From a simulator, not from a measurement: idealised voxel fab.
process module | voxel gate over fins
cross-section cut | 235 nm wide | cells 5 nm
A cross-section is a grid of square cells, given in bands from the top down. A band is one or more rows of cells.
Each band's line starts with the height of the band's top and of its bottom, in nm. Then come its materials from left to right, each with its width in nm. One material with "throughout" fills the band from edge to edge. "air" is empty space.
Height 0 is the level under which the wafer as received is all one material. The lowest band goes on downwards, as in "0 down".
A width such as "30 to 40" changes by the same amount from each row of cells to the next, from the band's top row to its bottom row.
"no change" after a step means that no cell of the cross-section changed.
closed voids: empty space of 8 cells or more with no open way to the top, each as width x height at its distance from the left edge, in nm
after a step's settings: what the simulator itself notes on the step
overlay nm, on a step with a mask: how far to the right of its planned place the mask lay; to the left if negative
plan
1 op RECEIVE | material Si
2 op CONFORMAL_DEP | material SiN | thk nm 10
3 op DIRECTIONAL_DEP | material aC | thk nm 10
4 op PATTERN | tone cover | mask id FINS | material resist | width nm 15 | pitch nm 50 | thk nm 25 | overlay nm 0
5 op DIRECTIONAL_ETCH | etch materials aC | depth nm 10
6 op STRIP | etch materials resist
7 op DIRECTIONAL_ETCH | etch materials SiN | depth nm 10
8 op DIRECTIONAL_ETCH | etch materials Si | depth nm 35
9 op STRIP | etch materials aC
10 op OXIDIZE | depth nm 5
11 op FILL_DEP | material SiO2 | thk nm 10
12 op CMP | height nm 10
13 op DIRECTIONAL_DEP | material aC | thk nm 10
14 op PATTERN | tone open | mask id RAIL | material resist | width nm 15 | thk nm 30 | overlay nm 0
15 op DIRECTIONAL_ETCH | etch materials aC | depth nm 10
16 op STRIP | etch materials resist
17 op DIRECTIONAL_ETCH | etch materials SiO2 | depth nm 40
18 op STRIP | etch materials aC
19 op CONFORMAL_DEP | material TiN | thk nm 5
20 op FILL_DEP | material Ru | thk nm 5
21 op CMP | height nm 10
22 op SELECTIVE_ETCH | etch materials W Ru TiN | depth nm 35
23 op FILL_DEP | material SiO2 | thk nm 5
24 op CMP | height nm 10
25 op SELECTIVE_ETCH | etch materials SiO2 | depth nm 25
26 op STRIP | etch materials SiN
27 op CONFORMAL_DEP | material HfO2 | thk nm 5
28 op CONFORMAL_DEP | material TiN | thk nm 5
29 op CONFORMAL_DEP | material TiAl | thk nm 5
30 op CONFORMAL_DEP | material TiN | thk nm 5
31 op FILL_DEP | material W | thk nm 10
32 op CMP | height nm 25
33 op CONFORMAL_DEP | material SiN | thk nm 10
as received, after step 1
  0 down: Si throughout
  closed voids: none
first wafer at the end, as planned
  35 to 25: SiN throughout
  25 to 20: W throughout
  20 to 15: W 20 | TiN 45 | W 5 | TiN 45 | W 5 | TiN 45 | W 5 | TiN 45 | W 20
  15 to 10: W 20 | TiN 5 | TiAl 35 | TiN 5 | W 5 | TiN 5 | TiAl 35 | TiN 5 | W 5 | TiN 5 | TiAl 35 | TiN 5 | W 5 | TiN 5 | TiAl 35 | TiN 5 | W 20
  10 to 5: W 20 | TiN 5 | TiAl 5 | TiN 25 | TiAl 5 | TiN 5 | W 5 | TiN 5 | TiAl 5 | TiN 25 | TiAl 5 | TiN 5 | W 5 | TiN 5 | TiAl 5 | TiN 25 | TiAl 5 | TiN 5 | W 5 | TiN 5 | TiAl 5 | TiN 25 | TiAl 5 | TiN 5 | W 20
  5 to 0: TiN 25 | TiAl 5 | TiN 5 | HfO2 15 | TiN 5 | TiAl 5 | TiN 15 | TiAl 5 | TiN 5 | HfO2 15 | TiN 5 | TiAl 5 | TiN 15 | TiAl 5 | TiN 5 | HfO2 15 | TiN 5 | TiAl 5 | TiN 15 | TiAl 5 | TiN 5 | HfO2 15 | TiN 5 | TiAl 5 | TiN 25
  0 to -5: TiAl 30 | TiN 5 | HfO2 5 | Si 5 | HfO2 5 | TiN 5 | TiAl 25 | TiN 5 | HfO2 5 | Si 5 | HfO2 5 | TiN 5 | TiAl 25 | TiN 5 | HfO2 5 | Si 5 | HfO2 5 | TiN 5 | TiAl 25 | TiN 5 | HfO2 5 | Si 5 | HfO2 5 | TiN 5 | TiAl 30
  -5 to -10: TiN 35 | HfO2 5 | Si 5 | HfO2 5 | TiN 35 | HfO2 5 | Si 5 | HfO2 5 | TiN 35 | HfO2 5 | Si 5 | HfO2 5 | TiN 35 | HfO2 5 | Si 5 | HfO2 5 | TiN 35
  -10 to -15: HfO2 40 | Si 5 | HfO2 45 | Si 5 | HfO2 45 | Si 5 | HfO2 45 | Si 5 | HfO2 40
  -15 to -25: SiO2 40 | Si 5 | SiO2 45 | Si 5 | SiO2 45 | Si 5 | SiO2 45 | Si 5 | SiO2 40
  -25 to -30: SiO2 40 | Si 5 | SiO2 15 | TiN 15 | SiO2 15 | Si 5 | SiO2 45 | Si 5 | SiO2 45 | Si 5 | SiO2 40
  -30 to -40: SiO2 40 | Si 5 | SiO2 45 | Si 5 | SiO2 45 | Si 5 | SiO2 45 | Si 5 | SiO2 40
  -40 down: Si throughout
  closed voids: none
second wafer at the end: like start, like plan, one mistake
  35 to 25: SiN throughout
  25 to 20: W throughout
  20 to 15: W 20 | TiN 45 | W 5 | TiN 45 | W 5 | TiN 45 | W 5 | TiN 45 | W 20
  15 to 10: W 20 | TiN 5 | TiAl 35 | TiN 5 | W 5 | TiN 5 | TiAl 35 | TiN 5 | W 5 | TiN 5 | TiAl 35 | TiN 5 | W 5 | TiN 5 | TiAl 35 | TiN 5 | W 20
  10 to 5: W 20 | TiN 5 | TiAl 5 | TiN 25 | TiAl 5 | TiN 5 | W 5 | TiN 5 | TiAl 5 | TiN 25 | TiAl 5 | TiN 5 | W 5 | TiN 5 | TiAl 5 | TiN 25 | TiAl 5 | TiN 5 | W 5 | TiN 5 | TiAl 5 | TiN 25 | TiAl 5 | TiN 5 | W 20
  5 to 0: TiN 25 | TiAl 5 | TiN 5 | HfO2 15 | TiN 5 | TiAl 5 | TiN 15 | TiAl 5 | TiN 5 | HfO2 15 | TiN 5 | TiAl 5 | TiN 15 | TiAl 5 | TiN 5 | HfO2 15 | TiN 5 | TiAl 5 | TiN 15 | TiAl 5 | TiN 5 | HfO2 15 | TiN 5 | TiAl 5 | TiN 25
  0 to -5: TiAl 30 | TiN 5 | HfO2 5 | Si 5 | HfO2 5 | TiN 5 | TiAl 25 | TiN 5 | HfO2 5 | Si 5 | HfO2 5 | TiN 5 | TiAl 25 | TiN 5 | HfO2 5 | Si 5 | HfO2 5 | TiN 5 | TiAl 25 | TiN 5 | HfO2 5 | Si 5 | HfO2 5 | TiN 5 | TiAl 30
  -5 to -10: TiN 35 | HfO2 5 | Si 5 | HfO2 5 | TiN 35 | HfO2 5 | Si 5 | HfO2 5 | TiN 35 | HfO2 5 | Si 5 | HfO2 5 | TiN 35 | HfO2 5 | Si 5 | HfO2 5 | TiN 35
  -10 to -15: HfO2 40 | Si 5 | HfO2 45 | Si 5 | HfO2 45 | Si 5 | HfO2 45 | Si 5 | HfO2 40
  -15 to -25: SiO2 40 | Si 5 | SiO2 45 | Si 5 | SiO2 45 | Si 5 | SiO2 45 | Si 5 | SiO2 40
  -25 to -30: TiN 35 | SiO2 5 | Si 5 | SiO2 5 | TiN 10 | SiO2 15 | TiN 10 | SiO2 5 | Si 5 | SiO2 5 | TiN 35 | SiO2 5 | Si 5 | SiO2 5 | TiN 35 | SiO2 5 | Si 5 | SiO2 5 | TiN 35
  -30 to -40: SiO2 40 | Si 5 | SiO2 45 | Si 5 | SiO2 45 | Si 5 | SiO2 45 | Si 5 | SiO2 40
  -40 down: Si throughout
  closed voids: none
what went wrong: step 14 ran as: op PATTERN | tone cover | mask id RAIL | material resist | width nm 15 | thk nm 30 | overlay nm 0
at the end the second wafer has, in cells: 29 fewer of SiO2 | 29 more of TiN
